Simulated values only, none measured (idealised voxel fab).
This is a process module. Its name is voxel gate over fins.
We display cut, a cross-section 260 nm in width whose square cells are each 5 nm.
We lay out every cross-section as a grid of square cells and spell it out in bands from the top down, where one band means one or more rows of cells. Band: top and bottom heights (nm) first, top before bottom; then materials from left to right, widths in nm. "edge to edge" marks a sole material filling the band edge to edge. "empty" denotes empty space. A quick word on heights: they are counted from 0, and under that level the wafer as it came to us is one material throughout. The lowest band is different from the rest in having no bottom; it simply continues downward, written as in "0 and below". Width "30 to 40": first value at the band's top row of cells, second value at its bottom row, equal change from row to row. No cell of the cross-section changed in a step that is given as "identical to before". "Sealed internal cavities" means: voids of 8 cells or more that are shut off from the top with no open way through. Written width x height at distance, distance from the left edge, in nm. Post-settings text on a step line: simulator's own remark regarding the step. A step's line can hold "overlay nm"; with a mask on that step, the setting says how far right of the planned place the mask lay, while a negative setting says it lay to the left.

## Steps in the process plan
1 op RECEIVE | material Si
2 op CONFORMAL_DEP | material SiN | thk nm 10
3 op MASKED_ETCH | tone cover | mask id FINS | width nm 15 | pitch nm 45 | etch materials SiN | depth nm 10 | overlay nm 0
4 op MASKED_ETCH | tone cover | mask id FINS | width nm 15 | pitch nm 45 | etch materials Si | depth nm 35 | overlay nm 0
5 op OXIDIZE | depth nm 5
6 op FILL_DEP | material SiO2 | thk nm 15
7 op CMP | height nm 10
8 op SELECTIVE_ETCH | etch materials SiO2 | depth nm 20
9 op STRIP | etch materials SiN
10 op CONFORMAL_DEP | material HfO2 | thk nm 5
11 op CONFORMAL_DEP | material TiN | thk nm 5
12 op CONFORMAL_DEP | material TiAl | thk nm 5
13 op CONFORMAL_DEP | material TiN | thk nm 5
14 op FILL_DEP | material W | thk nm 15
15 op CMP | height nm 30
16 op CONFORMAL_DEP | material SiN | thk nm 10

## So this is the incoming wafer in cross-section - it's already been through step 1
0 and below = Si edge to edge
Sealed internal cavities: none

## Cross-sectional result after module completion. Note: starting condition and plan are unchanged from above; one processing mistake was made
40 down to 30 = SiN edge to edge
30 down to 20 = W edge to edge
20 down to 15 = 60 of W, 135 of TiN, 65 of W
15 down to 10 = 55 of W, 10 of TiN, 35 of TiAl, 10 of TiN, 35 of TiAl, 10 of TiN, 35 of TiAl, 10 of TiN, 60 of W
10 down to 5 = 60 of TiN, 10 of TiAl, 25 of TiN, 20 of TiAl, 25 of TiN, 20 of TiAl, 25 of TiN, 10 of TiAl, 65 of TiN
5 down to 0 = 65 of TiAl, 10 of TiN, 15 of HfO2, 10 of TiN, 10 of TiAl, 10 of TiN, 15 of HfO2, 10 of TiN, 10 of TiAl, 10 of TiN, 15 of HfO2, 10 of TiN, 70 of TiAl
0 down to -5 = 70 of TiN, 10 of HfO2, 5 of Si, 10 of HfO2, 20 of TiN, 10 of HfO2, 5 of Si, 10 of HfO2, 20 of TiN, 10 of HfO2, 5 of Si, 10 of HfO2, 75 of TiN
-5 down to -10 = 75 of HfO2, 15 of Si, 30 of HfO2, 15 of Si, 30 of HfO2, 15 of Si, 80 of HfO2
-10 down to -40 = 75 of SiO2, 15 of Si, 30 of SiO2, 15 of Si, 30 of SiO2, 15 of Si, 80 of SiO2
-40 and below = Si edge to edge
Sealed internal cavities: none
The plan and the run diverged here: step 4 ran with different settings than intended, the actual operation and settings being op MASKED_ETCH | tone cover | mask id FINS | width nm 25 | pitch nm 45 | etch materials Si | depth nm 35 | overlay nm 0
